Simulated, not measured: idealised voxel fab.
Process module, titled voxel transistor to metal
Cross-section cut spans 260 nm and uses square cells 5 nm in size.
Just so we're on the same page, the cross-sections are grids of square cells, and they're listed out in bands top to bottom, each band one or more rows deep.
A band entry consists of two parts. The first gives the height of the band's top and the height of its bottom, in nm. The rest lists the band's materials from left to right, each with its width in nm. A single material labelled with the word "throughout" fills the band from edge to edge, and the word "air" marks empty space.
The level at which height equals 0 is the one under which the wafer, as it arrives, is entirely one material. No lower edge exists for the bottom band, which continues downward and is notated as in "from 0 down".
Quick explanation for "30..40": the width changes in equal steps down the rows of cells, from the first number in the band's top row to the second number in its bottom row.
Basically "no modifications" means that step didn't change any cell in the cross-section.
The entry titled "Closed cavity list" provides the empty spaces that have no open way to the top, restricted to those of 8 cells or more. Each is presented as width x height at distance, the distance being measured from the left edge, with all three in nm.
Text after the settings on a step's line: the simulator's own remark on that step.
overlay nm: mask offset rightward from planned place, masked step; negative means leftward offset.
The remainder of this document consists of a sequence of paired cross-sections. Each pair presents the cross-section prior to one process step together with the cross-section following it, the latter being rendered only as deep as the lowest band that underwent change. The intervening step, together with its settings, is stated beneath each pair. Because the pairs may originate from different runs of this module on the same starting wafer, a given pair is to be read as continuing from the preceding pair only where its entry headed "Before processing" so indicates.

## Before processing
- from 45 to 35  aC 20, air 20, aC 50, air 20, aC 35, air 20, aC 50, air 20, aC 25
- from 35 to 25  SiO2 throughout
- from 25 to 15  SiO2 45, SiN 5, SiO2 5, SiCN 20, SiO2 5, SiN 5, SiO2 85, SiN 5, SiO2 5, SiCN 20, SiO2 5, SiN 5, SiO2 50
- from 15 to 10  SiO2 45, SiN 5, SiO2 5, polySi 20, SiO2 5, SiN 5, SiO2 85, SiN 5, SiO2 5, polySi 20, SiO2 5, SiN 5, SiO2 50
- from 10 to 0  SiO2 25, nSi 20, SiN 5, SiO2 5, polySi 20, SiO2 5, SiN 5, nSi 20, SiO2 45, nSi 20, SiN 5, SiO2 5, polySi 20, SiO2 5, SiN 5, nSi 20, SiO2 30
- from 0 to -5  SiO2 15, SiN 5, SiO2 5, nSi 20, SiN 5, SiO2 5, polySi 20, SiO2 5, SiN 5, nSi 20, SiO2 5, SiN 5, SiO2 25, SiN 5, SiO2 5, nSi 20, SiN 5, SiO2 5, polySi 20, SiO2 5, SiN 5, nSi 20, SiO2 5, SiN 5, SiO2 20
- from -5 to -10  SiO2 20, nSi 25, SiO2 40, nSi 25, SiO2 35, nSi 25, SiO2 40, nSi 25, SiO2 25
- from -10 to -25  SiO2 20, nSi 25, Si 40, nSi 25, SiO2 35, nSi 25, Si 40, nSi 25, SiO2 25
- from -25 to -60  SiO2 20, Si 90, SiO2 35, Si 90, SiO2 25
- from -60 down  Si throughout
- Closed cavity list: none

## Step Result
- from 45 to 35  aC 20, air 20, aC 50, air 20, aC 35, air 20, aC 50, air 20, aC 25
- from 35 to 25  SiO2 20, air 20, SiO2 50, air 20, SiO2 35, air 20, SiO2 50, air 20, SiO2 25
- from 25 to 15  SiO2 20, air 20, SiO2 5, SiN 5, SiO2 5, SiCN 20, SiO2 5, SiN 5, SiO2 5, air 20, SiO2 35, air 20, SiO2 5, SiN 5, SiO2 5, SiCN 20, SiO2 5, SiN 5, SiO2 5, air 20, SiO2 25
- from 15 to 10  SiO2 20, air 20, SiO2 5, SiN 5, SiO2 5, polySi 20, SiO2 5, SiN 5, SiO2 5, air 20, SiO2 35, air 20, SiO2 5, SiN 5, SiO2 5, polySi 20, SiO2 5, SiN 5, SiO2 5, air 20, SiO2 25
- from 10 to 0  SiO2 20, air 5, nSi 20, SiN 5, SiO2 5, polySi 20, SiO2 5, SiN 5, nSi 20, air 5, SiO2 35, air 5, nSi 20, SiN 5, SiO2 5, polySi 20, SiO2 5, SiN 5, nSi 20, air 5, SiO2 25
- from 0 to -5  SiO2 15, SiN 5, air 5, nSi 20, SiN 5, SiO2 5, polySi 20, SiO2 5, SiN 5, nSi 20, air 5, SiN 5, SiO2 25, SiN 5, air 5, nSi 20, SiN 5, SiO2 5, polySi 20, SiO2 5, SiN 5, nSi 20, air 5, SiN 5, SiO2 20
- Rest of section, below -5: as before.
- Closed cavity list: none
Between before and after as drawn above: DIRECTIONAL_ETCH with etch materials SiO2, depth nm 40

Before processing: Reference is made to the cross-section shown after the step in the pair directly above, which represents the state prior to this step.

## Step Result
- from 35 to 25  SiO2 20, air 20, SiO2 50, air 20, SiO2 35, air 20, SiO2 50, air 20, SiO2 25
- Rest of section, below 25: as before.
- Closed cavity list: none
Between before and after as drawn above: STRIP with etch materials aC

Before processing: Reference is made to the cross-section shown after the step in the pair directly above, which represents the state prior to this step.

## Step Result
- from 40 to 35  TiN 25, air 10, TiN 60, air 10, TiN 45, air 10, TiN 60, air 10, TiN 30
- from 35 to 25  SiO2 20, TiN 5, air 10, TiN 5, SiO2 50, TiN 5, air 10, TiN 5, SiO2 35, TiN 5, air 10, TiN 5, SiO2 50, TiN 5, air 10, TiN 5, SiO2 25
- from 25 to 15  SiO2 20, TiN 5, air 10, TiN 5, SiO2 5, SiN 5, SiO2 5, SiCN 20, SiO2 5, SiN 5, SiO2 5, TiN 5, air 10, TiN 5, SiO2 35, TiN 5, air 10, TiN 5, SiO2 5, SiN 5, SiO2 5, SiCN 20, SiO2 5, SiN 5, SiO2 5, TiN 5, air 10, TiN 5, SiO2 25
- from 15 to 10  SiO2 20, TiN 20, SiO2 5, SiN 5, SiO2 5, polySi 20, SiO2 5, SiN 5, SiO2 5, TiN 20, SiO2 35, TiN 20, SiO2 5, SiN 5, SiO2 5, polySi 20, SiO2 5, SiN 5, SiO2 5, TiN 20, SiO2 25
- from 10 to 0  SiO2 20, TiN 5, nSi 20, SiN 5, SiO2 5, polySi 20, SiO2 5, SiN 5, nSi 20, TiN 5, SiO2 35, TiN 5, nSi 20, SiN 5, SiO2 5, polySi 20, SiO2 5, SiN 5, nSi 20, TiN 5, SiO2 25
- from 0 to -5  SiO2 15, SiN 5, TiN 5, nSi 20, SiN 5, SiO2 5, polySi 20, SiO2 5, SiN 5, nSi 20, TiN 5, SiN 5, SiO2 25, SiN 5, TiN 5, nSi 20, SiN 5, SiO2 5, polySi 20, SiO2 5, SiN 5, nSi 20, TiN 5, SiN 5, SiO2 20
- Rest of section, below -5: as before.
- Closed cavity list: none
Between before and after as drawn above: CONFORMAL_DEP with material TiN, thk nm 5

Before processing: Reference is made to the cross-section shown after the step in the pair directly above, which represents the state prior to this step.

## Step Result
- from 45 to 40  W throughout
- from 40 to 35  TiN 25, W 10, TiN 60, W 10, TiN 45, W 10, TiN 60, W 10, TiN 30
- from 35 to 25  SiO2 20, TiN 5, W 10, TiN 5, SiO2 50, TiN 5, W 10, TiN 5, SiO2 35, TiN 5, W 10, TiN 5, SiO2 50, TiN 5, W 10, TiN 5, SiO2 25
- from 25 to 15  SiO2 20, TiN 5, W 10, TiN 5, SiO2 5, SiN 5, SiO2 5, SiCN 20, SiO2 5, SiN 5, SiO2 5, TiN 5, W 10, TiN 5, SiO2 35, TiN 5, W 10, TiN 5, SiO2 5, SiN 5, SiO2 5, SiCN 20, SiO2 5, SiN 5, SiO2 5, TiN 5, W 10, TiN 5, SiO2 25
- Rest of section, below 15: as before.
- Closed cavity list: none
Between before and after as drawn above: FILL_DEP with material W, thk nm 5

Before processing: Reference is made to the cross-section shown after the step in the pair directly above, which represents the state prior to this step.

## Step Result
- from 35 to 25  SiO2 20, TiN 5, W 10, TiN 5, SiO2 50, TiN 5, W 10, TiN 5, SiO2 35, TiN 5, W 10, TiN 5, SiO2 50, TiN 5, W 10, TiN 5, SiO2 25
- Rest of section, below 25: as before.
- Closed cavity list: none
Between before and after as drawn above: CMP with height nm 35

Before processing: Reference is made to the cross-section shown after the step in the pair directly above, which represents the state prior to this step.

## Step Result
- from 40 to 35  TiN throughout
- Rest of section, below 35: as before.
- Closed cavity list: none
Between before and after as drawn above: DIRECTIONAL_DEP with material TiN, thk nm 5

Before processing: Reference is made to the cross-section shown after the step in the pair directly above, which represents the state prior to this step.

## Step Result
- from 65 to 40  W throughout
- Rest of section, below 40: as before.
- Closed cavity list: none
Between before and after as drawn above: DIRECTIONAL_DEP with material W, thk nm 25

Before processing: Reference is made to the cross-section shown after the step in the pair directly above, which represents the state prior to this step.

## Step Result
- from 65 to 40  air 20, W 20, air 50, W 20, air 35, W 20, air 50, W 20, air 25
- Rest of section, below 40: as before.
- Closed cavity list: none
Between before and after as drawn above: MASKED_ETCH with tone cover, mask id METAL_1, width nm 20, etch materials W, depth nm 25, overlay nm 0

Before processing: Reference is made to the cross-section shown after the step in the pair directly above, which represents the state prior to this step.

## Step Result
- from 65 to 40  air 20, W 20, air 50, W 20, air 35, W 20, air 50, W 20, air 25
- from 40 to 35  air 20, TiN 20, air 50, TiN 20, air 35, TiN 20, air 50, TiN 20, air 25
- Rest of section, below 35: as before.
- Closed cavity list: none
Between before and after as drawn above: MASKED_ETCH with tone cover, mask id METAL_1, width nm 20, etch materials TiN, depth nm 5, overlay nm 0

Before processing: Reference is made to the cross-section shown after the step in the pair directly above, which represents the state prior to this step.

## Step Result
- from 75 to 65  SiO2 throughout
- from 65 to 40  SiO2 20, W 20, SiO2 50, W 20, SiO2 35, W 20, SiO2 50, W 20, SiO2 25
- from 40 to 35  SiO2 20, TiN 20, SiO2 50, TiN 20, SiO2 35, TiN 20, SiO2 50, TiN 20, SiO2 25
- Rest of section, below 35: as before.
- Closed cavity list: none
Between before and after as drawn above: FILL_DEP with material SiO2, thk nm 10

Before processing: Reference is made to the cross-section shown after the step in the pair directly above, which represents the state prior to this step.

## Step Result
- from 65 to 40  SiO2 20, W 20, SiO2 50, W 20, SiO2 35, W 20, SiO2 50, W 20, SiO2 25
- Rest of section, below 40: as before.
- Closed cavity list: none
Between before and after as drawn above: CMP with height nm 65

Before processing: Reference is made to the cross-section shown after the step in the pair directly above, which represents the state prior to this step.

## Step Result
- from 70 to 65  SiCN throughout
- Rest of section, below 65: as before.
- Closed cavity list: none
Between before and after as drawn above: CONFORMAL_DEP with material SiCN, thk nm 5

## Before processing
- from 35 to 25  SiO2 20, TiN 5, W 10, TiN 5, SiO2 50, TiN 5, W 10, TiN 5, SiO2 35, TiN 5, W 10, TiN 5, SiO2 50, TiN 5, W 10, TiN 5, SiO2 25
- from 25 to 15  SiO2 20, TiN 5, W 10, TiN 5, SiO2 5, SiN 5, SiO2 5, SiCN 20, SiO2 5, SiN 5, SiO2 5, TiN 5, W 10, TiN 5, SiO2 35, TiN 5, W 10, TiN 5, SiO2 5, SiN 5, SiO2 5, SiCN 20, SiO2 5, SiN 5, SiO2 5, TiN 5, W 10, TiN 5, SiO2 25
- from 15 to 10  SiO2 20, TiN 20, SiO2 5, SiN 5, SiO2 5, polySi 20, SiO2 5, SiN 5, SiO2 5, TiN 20, SiO2 35, TiN 20, SiO2 5, SiN 5, SiO2 5, polySi 20, SiO2 5, SiN 5, SiO2 5, TiN 20, SiO2 25
- from 10 to 0  SiO2 20, TiN 5, nSi 20, SiN 5, SiO2 5, polySi 20, SiO2 5, SiN 5, nSi 20, TiN 5, SiO2 35, TiN 5, nSi 20, SiN 5, SiO2 5, polySi 20, SiO2 5, SiN 5, nSi 20, TiN 5, SiO2 25
- from 0 to -5  SiO2 15, SiN 5, TiN 5, nSi 20, SiN 5, SiO2 5, polySi 20, SiO2 5, SiN 5, nSi 20, TiN 5, SiN 5, SiO2 25, SiN 5, TiN 5, nSi 20, SiN 5, SiO2 5, polySi 20, SiO2 5, SiN 5, nSi 20, TiN 5, SiN 5, SiO2 20
- from -5 to -10  SiO2 20, nSi 25, SiO2 40, nSi 25, SiO2 35, nSi 25, SiO2 40, nSi 25, SiO2 25
- from -10 to -25  SiO2 20, nSi 25, Si 40, nSi 25, SiO2 35, nSi 25, Si 40, nSi 25, SiO2 25
- from -25 to -35  SiO2 20, Si 90, SiO2 35, Si 90, SiO2 25
- from -35 down  Si throughout
- Closed cavity list: none

## Step Result
- from 60 to 35  W throughout
- Rest of section, below 35: as before.
- Closed cavity list: none
Between before and after as drawn above: DIRECTIONAL_DEP with material W, thk nm 25

Before processing: Reference is made to the cross-section shown after the step in the pair directly above, which represents the state prior to this step.

## Step Result
- from 65 to 60  TiN throughout
- Rest of section, below 60: as before.
- Closed cavity list: none
Between before and after as drawn above: DIRECTIONAL_DEP with material TiN, thk nm 5

Before processing: Reference is made to the cross-section shown after the step in the pair directly above, which represents the state prior to this step.

## Step Result
- from 65 to 60  air 20, TiN 20, air 50, TiN 20, air 35, TiN 20, air 50, TiN 20, air 25
- Rest of section, below 60: as before.
- Closed cavity list: none
Between before and after as drawn above: MASKED_ETCH with tone cover, mask id METAL_1, width nm 20, etch materials TiN, depth nm 5, overlay nm 0

Before processing: Reference is made to the cross-section shown after the step in the pair directly above, which represents the state prior to this step.

## Step Result
- from 75 to 65  SiO2 throughout
- from 65 to 60  SiO2 20, TiN 20, SiO2 50, TiN 20, SiO2 35, TiN 20, SiO2 50, TiN 20, SiO2 25
- Rest of section, below 60: as before.
- Closed cavity list: none
Between before and after as drawn above: FILL_DEP with material SiO2, thk nm 10

Before processing: Reference is made to the cross-section shown after the step in the pair directly above, which represents the state prior to this step.

## Step Result
- from 65 to 60  SiO2 20, TiN 20, SiO2 50, TiN 20, SiO2 35, TiN 20, SiO2 50, TiN 20, SiO2 25
- Rest of section, below 60: as before.
- Closed cavity list: none
Between before and after as drawn above: CMP with height nm 65

Before processing: Reference is made to the cross-section shown after the step in the pair directly above, which represents the state prior to this step.

## Step Result
- from 70 to 65  SiCN throughout
- Rest of section, below 65: as before.
- Closed cavity list: none
Between before and after as drawn above: CONFORMAL_DEP with material SiCN, thk nm 5

## Before processing
- from 25 to 15  SiO2 45, SiN 5, SiO2 5, SiCN 20, SiO2 5, SiN 5, SiO2 85, SiN 5, SiO2 5, SiCN 20, SiO2 5, SiN 5, SiO2 50
- from 15 to 10  SiO2 45, SiN 5, SiO2 5, polySi 20, SiO2 5, SiN 5, SiO2 85, SiN 5, SiO2 5, polySi 20, SiO2 5, SiN 5, SiO2 50
- from 10 to 0  SiO2 25, nSi 20, SiN 5, SiO2 5, polySi 20, SiO2 5, SiN 5, nSi 20, SiO2 45, nSi 20, SiN 5, SiO2 5, polySi 20, SiO2 5, SiN 5, nSi 20, SiO2 30
- from 0 to -5  SiO2 15, SiN 5, SiO2 5, nSi 20, SiN 5, SiO2 5, polySi 20, SiO2 5, SiN 5, nSi 20, SiO2 5, SiN 5, SiO2 25, SiN 5, SiO2 5, nSi 20, SiN 5, SiO2 5, polySi 20, SiO2 5, SiN 5, nSi 20, SiO2 5, SiN 5, SiO2 20
- from -5 to -10  SiO2 20, nSi 25, SiO2 40, nSi 25, SiO2 35, nSi 25, SiO2 40, nSi 25, SiO2 25
- from -10 to -25  SiO2 20, nSi 25, Si 40, nSi 25, SiO2 35, nSi 25, Si 40, nSi 25, SiO2 25
- from -25 to -35  SiO2 20, Si 90, SiO2 35, Si 90, SiO2 25
- from -35 down  Si throughout
- Closed cavity list: none

## Step Result
- from 30 to 25  SiO2 throughout
- Rest of section, below 25: as before.
- Closed cavity list: none
Between before and after as drawn above: DIRECTIONAL_DEP with material SiO2, thk nm 5

Before processing: Reference is made to the cross-section shown after the step in the pair directly above, which represents the state prior to this step.

## Step Result
- from 40 to 30  aC throughout
- Rest of section, below 30: as before.
- Closed cavity list: none
Between before and after as drawn above: DIRECTIONAL_DEP with material aC, thk nm 10

Before processing: Reference is made to the cross-section shown after the step in the pair directly above, which represents the state prior to this step.

## Step Result
- from 70 to 40  resist 20, air 20, resist 50, air 20, resist 35, air 20, resist 50, air 20, resist 25
- Rest of section, below 40: as before.
- Closed cavity list: none
Between before and after as drawn above: PATTERN with tone open, mask id CONTACT, material resist, width nm 20, thk nm 30, overlay nm 0

Before processing: Reference is made to the cross-section shown after the step in the pair directly above, which represents the state prior to this step.

## Step Result
- from 60 to 40  resist 20, air 20, resist 50, air 20, resist 35, air 20, resist 50, air 20, resist 25
- from 40 to 30  aC 20, air 20, aC 50, air 20, aC 35, air 20, aC 50, air 20, aC 25
- Rest of section, below 30: as before.
- Closed cavity list: none
Between before and after as drawn above: DIRECTIONAL_ETCH with etch materials aC, depth nm 10

Before processing: Reference is made to the cross-section shown after the step in the pair directly above, which represents the state prior to this step.

## Step Result
- from 40 to 30  aC 20, air 20, aC 50, air 20, aC 35, air 20, aC 50, air 20, aC 25
- Rest of section, below 30: as before.
- Closed cavity list: none
Between before and after as drawn above: STRIP with etch materials resist

Before processing: Reference is made to the cross-section shown after the step in the pair directly above, which represents the state prior to this step.

## Step Result
- from 40 to 30  aC 20, air 20, aC 50, air 20, aC 35, air 20, aC 50, air 20, aC 25
- from 30 to 25  SiO2 20, air 20, SiO2 50, air 20, SiO2 35, air 20, SiO2 50, air 20, SiO2 25
- from 25 to 15  SiO2 20, air 20, SiO2 5, SiN 5, SiO2 5, SiCN 20, SiO2 5, SiN 5, SiO2 5, air 20, SiO2 35, air 20, SiO2 5, SiN 5, SiO2 5, SiCN 20, SiO2 5, SiN 5, SiO2 5, air 20, SiO2 25
- from 15 to 10  SiO2 20, air 20, SiO2 5, SiN 5, SiO2 5, polySi 20, SiO2 5, SiN 5, SiO2 5, air 20, SiO2 35, air 20, SiO2 5, SiN 5, SiO2 5, polySi 20, SiO2 5, SiN 5, SiO2 5, air 20, SiO2 25
- from 10 to 0  SiO2 20, air 5, nSi 20, SiN 5, SiO2 5, polySi 20, SiO2 5, SiN 5, nSi 20, air 5, SiO2 35, air 5, nSi 20, SiN 5, SiO2 5, polySi 20, SiO2 5, SiN 5, nSi 20, air 5, SiO2 25
- from 0 to -5  SiO2 15, SiN 5, air 5, nSi 20, SiN 5, SiO2 5, polySi 20, SiO2 5, SiN 5, nSi 20, air 5, SiN 5, SiO2 25, SiN 5, air 5, nSi 20, SiN 5, SiO2 5, polySi 20, SiO2 5, SiN 5, nSi 20, air 5, SiN 5, SiO2 20
- Rest of section, below -5: as before.
- Closed cavity list: none
Between before and after as drawn above: DIRECTIONAL_ETCH with etch materials SiO2, depth nm 40

Before processing: Reference is made to the cross-section shown after the step in the pair directly above, which represents the state prior to this step.

## Step Result
- from 30 to 25  SiO2 20, air 20, SiO2 50, air 20, SiO2 35, air 20, SiO2 50, air 20, SiO2 25
- Rest of section, below 25: as before.
- Closed cavity list: none
Between before and after as drawn above: STRIP with etch materials aC

Before processing: Reference is made to the cross-section shown after the step in the pair directly above, which represents the state prior to this step.

## Step Result
- from 35 to 30  TiN 25, air 10, TiN 60, air 10, TiN 45, air 10, TiN 60, air 10, TiN 30
- from 30 to 25  SiO2 20, TiN 5, air 10, TiN 5, SiO2 50, TiN 5, air 10, TiN 5, SiO2 35, TiN 5, air 10, TiN 5, SiO2 50, TiN 5, air 10, TiN 5, SiO2 25
- from 25 to 15  SiO2 20, TiN 5, air 10, TiN 5, SiO2 5, SiN 5, SiO2 5, SiCN 20, SiO2 5, SiN 5, SiO2 5, TiN 5, air 10, TiN 5, SiO2 35, TiN 5, air 10, TiN 5, SiO2 5, SiN 5, SiO2 5, SiCN 20, SiO2 5, SiN 5, SiO2 5, TiN 5, air 10, TiN 5, SiO2 25
- from 15 to 10  SiO2 20, TiN 20, SiO2 5, SiN 5, SiO2 5, polySi 20, SiO2 5, SiN 5, SiO2 5, TiN 20, SiO2 35, TiN 20, SiO2 5, SiN 5, SiO2 5, polySi 20, SiO2 5, SiN 5, SiO2 5, TiN 20, SiO2 25
- from 10 to 0  SiO2 20, TiN 5, nSi 20, SiN 5, SiO2 5, polySi 20, SiO2 5, SiN 5, nSi 20, TiN 5, SiO2 35, TiN 5, nSi 20, SiN 5, SiO2 5, polySi 20, SiO2 5, SiN 5, nSi 20, TiN 5, SiO2 25
- from 0 to -5  SiO2 15, SiN 5, TiN 5, nSi 20, SiN 5, SiO2 5, polySi 20, SiO2 5, SiN 5, nSi 20, TiN 5, SiN 5, SiO2 25, SiN 5, TiN 5, nSi 20, SiN 5, SiO2 5, polySi 20, SiO2 5, SiN 5, nSi 20, TiN 5, SiN 5, SiO2 20
- Rest of section, below -5: as before.
- Closed cavity list: none
Between before and after as drawn above: CONFORMAL_DEP with material TiN, thk nm 5

Before processing: Reference is made to the cross-section shown after the step in the pair directly above, which represents the state prior to this step.

## Step Result
- from 40 to 35  W throughout
- from 35 to 30  TiN 25, W 10, TiN 60, W 10, TiN 45, W 10, TiN 60, W 10, TiN 30
- from 30 to 25  SiO2 20, TiN 5, W 10, TiN 5, SiO2 50, TiN 5, W 10, TiN 5, SiO2 35, TiN 5, W 10, TiN 5, SiO2 50, TiN 5, W 10, TiN 5, SiO2 25
- from 25 to 15  SiO2 20, TiN 5, W 10, TiN 5, SiO2 5, SiN 5, SiO2 5, SiCN 20, SiO2 5, SiN 5, SiO2 5, TiN 5, W 10, TiN 5, SiO2 35, TiN 5, W 10, TiN 5, SiO2 5, SiN 5, SiO2 5, SiCN 20, SiO2 5, SiN 5, SiO2 5, TiN 5, W 10, TiN 5, SiO2 25
- Rest of section, below 15: as before.
- Closed cavity list: none
Between before and after as drawn above: FILL_DEP with material W, thk nm 5

Before processing: Reference is made to the cross-section shown after the step in the pair directly above, which represents the state prior to this step.

## Step Result
- from 35 to 30  TiN 25, W 10, TiN 60, W 10, TiN 45, W 10, TiN 60, W 10, TiN 30
- Rest of section, below 30: as before.
- Closed cavity list: none
Between before and after as drawn above: CMP with height nm 35

Before processing: Reference is made to the cross-section shown after the step in the pair directly above, which represents the state prior to this step.

## Step Result
- from 40 to 35  TiN throughout
- Rest of section, below 35: as before.
- Closed cavity list: none
Between before and after as drawn above: DIRECTIONAL_DEP with material TiN, thk nm 5

Before processing: Reference is made to the cross-section shown after the step in the pair directly above, which represents the state prior to this step.

## Step Result
- from 65 to 40  W throughout
- Rest of section, below 40: as before.
- Closed cavity list: none
Between before and after as drawn above: DIRECTIONAL_DEP with material W, thk nm 25

Before processing: Reference is made to the cross-section shown after the step in the pair directly above, which represents the state prior to this step.

## Step Result
- from 65 to 40  air 20, W 20, air 50, W 20, air 35, W 20, air 50, W 20, air 25
- Rest of section, below 40: as before.
- Closed cavity list: none
Between before and after as drawn above: MASKED_ETCH with tone cover, mask id METAL_1, width nm 20, etch materials W, depth nm 25, overlay nm 0

Before processing: Reference is made to the cross-section shown after the step in the pair directly above, which represents the state prior to this step.

## Step Result
- from 65 to 40  air 20, W 20, air 50, W 20, air 35, W 20, air 50, W 20, air 25
- from 40 to 35  air 20, TiN 20, air 50, TiN 20, air 35, TiN 20, air 50, TiN 20, air 25
- Rest of section, below 35: as before.
- Closed cavity list: none
Between before and after as drawn above: MASKED_ETCH with tone cover, mask id METAL_1, width nm 20, etch materials TiN, depth nm 5, overlay nm 0

Before processing: Reference is made to the cross-section shown after the step in the pair directly above, which represents the state prior to this step.

## Step Result
- from 75 to 65  SiO2 throughout
- from 65 to 40  SiO2 20, W 20, SiO2 50, W 20, SiO2 35, W 20, SiO2 50, W 20, SiO2 25
- from 40 to 35  SiO2 20, TiN 20, SiO2 50, TiN 20, SiO2 35, TiN 20, SiO2 50, TiN 20, SiO2 25
- Rest of section, below 35: as before.
- Closed cavity list: none
Between before and after as drawn above: FILL_DEP with material SiO2, thk nm 10

Before processing: Reference is made to the cross-section shown after the step in the pair directly above, which represents the state prior to this step.

## Step Result
- from 65 to 40  SiO2 20, W 20, SiO2 50, W 20, SiO2 35, W 20, SiO2 50, W 20, SiO2 25
- Rest of section, below 40: as before.
- Closed cavity list: none
Between before and after as drawn above: CMP with height nm 65

Before processing: Reference is made to the cross-section shown after the step in the pair directly above, which represents the state prior to this step.

## Step Result
- from 70 to 65  SiCN throughout
- Rest of section, below 65: as before.
- Closed cavity list: none
Between before and after as drawn above: CONFORMAL_DEP with material SiCN, thk nm 5

## Before processing
- from 45 to 35  aC throughout
- from 35 to 25  SiO2 throughout
- from 25 to 15  SiO2 45, SiN 5, SiO2 5, SiCN 20, SiO2 5, SiN 5, SiO2 85, SiN 5, SiO2 5, SiCN 20, SiO2 5, SiN 5, SiO2 50
- from 15 to 10  SiO2 45, SiN 5, SiO2 5, polySi 20, SiO2 5, SiN 5, SiO2 85, SiN 5, SiO2 5, polySi 20, SiO2 5, SiN 5, SiO2 50
- from 10 to 0  SiO2 25, nSi 20, SiN 5, SiO2 5, polySi 20, SiO2 5, SiN 5, nSi 20, SiO2 45, nSi 20, SiN 5, SiO2 5, polySi 20, SiO2 5, SiN 5, nSi 20, SiO2 30
- from 0 to -5  SiO2 15, SiN 5, SiO2 5, nSi 20, SiN 5, SiO2 5, polySi 20, SiO2 5, SiN 5, nSi 20, SiO2 5, SiN 5, SiO2 25, SiN 5, SiO2 5, nSi 20, SiN 5, SiO2 5, polySi 20, SiO2 5, SiN 5, nSi 20, SiO2 5, SiN 5, SiO2 20
- from -5 to -10  SiO2 20, nSi 25, SiO2 40, nSi 25, SiO2 35, nSi 25, SiO2 40, nSi 25, SiO2 25
- from -10 to -25  SiO2 20, nSi 25, Si 40, nSi 25, SiO2 35, nSi 25, Si 40, nSi 25, SiO2 25
- from -25 to -35  SiO2 20, Si 90, SiO2 35, Si 90, SiO2 25
- from -35 down  Si throughout
- Closed cavity list: none

## Step Result
- from 75 to 45  resist 20, air 25, resist 45, air 25, resist 30, air 25, resist 45, air 25, resist 20
- Rest of section, below 45: as before.
- Closed cavity list: none
Between before and after as drawn above: PATTERN with tone open, mask id CONTACT, material resist, width nm 25, thk nm 30, overlay nm 0

Before processing: Reference is made to the cross-section shown after the step in the pair directly above, which represents the state prior to this step.

## Step Result
- from 65 to 45  resist 20, air 25, resist 45, air 25, resist 30, air 25, resist 45, air 25, resist 20
- from 45 to 35  aC 20, air 25, aC 45, air 25, aC 30, air 25, aC 45, air 25, aC 20
- Rest of section, below 35: as before.
- Closed cavity list: none
Between before and after as drawn above: DIRECTIONAL_ETCH with etch materials aC, depth nm 10

Before processing: Reference is made to the cross-section shown after the step in the pair directly above, which represents the state prior to this step.

## Step Result
- from 45 to 35  aC 20, air 25, aC 45, air 25, aC 30, air 25, aC 45, air 25, aC 20
- Rest of section, below 35: as before.
- Closed cavity list: none
Between before and after as drawn above: STRIP with etch materials resist

Before processing: Reference is made to the cross-section shown after the step in the pair directly above, which represents the state prior to this step.

## Step Result
- from 45 to 35  aC 20, air 25, aC 45, air 25, aC 30, air 25, aC 45, air 25, aC 20
- from 35 to 25  SiO2 20, air 25, SiO2 45, air 25, SiO2 30, air 25, SiO2 45, air 25, SiO2 20
- from 25 to 15  SiO2 20, air 25, SiN 5, SiO2 5, SiCN 20, SiO2 5, SiN 5, SiO2 5, air 25, SiO2 30, air 25, SiN 5, SiO2 5, SiCN 20, SiO2 5, SiN 5, SiO2 5, air 25, SiO2 20
- from 15 to 10  SiO2 20, air 25, SiN 5, SiO2 5, polySi 20, SiO2 5, SiN 5, SiO2 5, air 25, SiO2 30, air 25, SiN 5, SiO2 5, polySi 20, SiO2 5, SiN 5, SiO2 5, air 25, SiO2 20
- from 10 to 0  SiO2 20, air 5, nSi 20, SiN 5, SiO2 5, polySi 20, SiO2 5, SiN 5, nSi 20, air 10, SiO2 30, air 5, nSi 20, SiN 5, SiO2 5, polySi 20, SiO2 5, SiN 5, nSi 20, air 10, SiO2 20
- from 0 to -5  SiO2 15, SiN 5, air 5, nSi 20, SiN 5, SiO2 5, polySi 20, SiO2 5, SiN 5, nSi 20, air 5, SiN 5, SiO2 25, SiN 5, air 5, nSi 20, SiN 5, SiO2 5, polySi 20, SiO2 5, SiN 5, nSi 20, air 5, SiN 5, SiO2 20
- Rest of section, below -5: as before.
- Closed cavity list: none
Between before and after as drawn above: DIRECTIONAL_ETCH with etch materials SiO2, depth nm 40

Before processing: Reference is made to the cross-section shown after the step in the pair directly above, which represents the state prior to this step.

## Step Result
- from 35 to 25  SiO2 20, air 25, SiO2 45, air 25, SiO2 30, air 25, SiO2 45, air 25, SiO2 20
- Rest of section, below 25: as before.
- Closed cavity list: none
Between before and after as drawn above: STRIP with etch materials aC
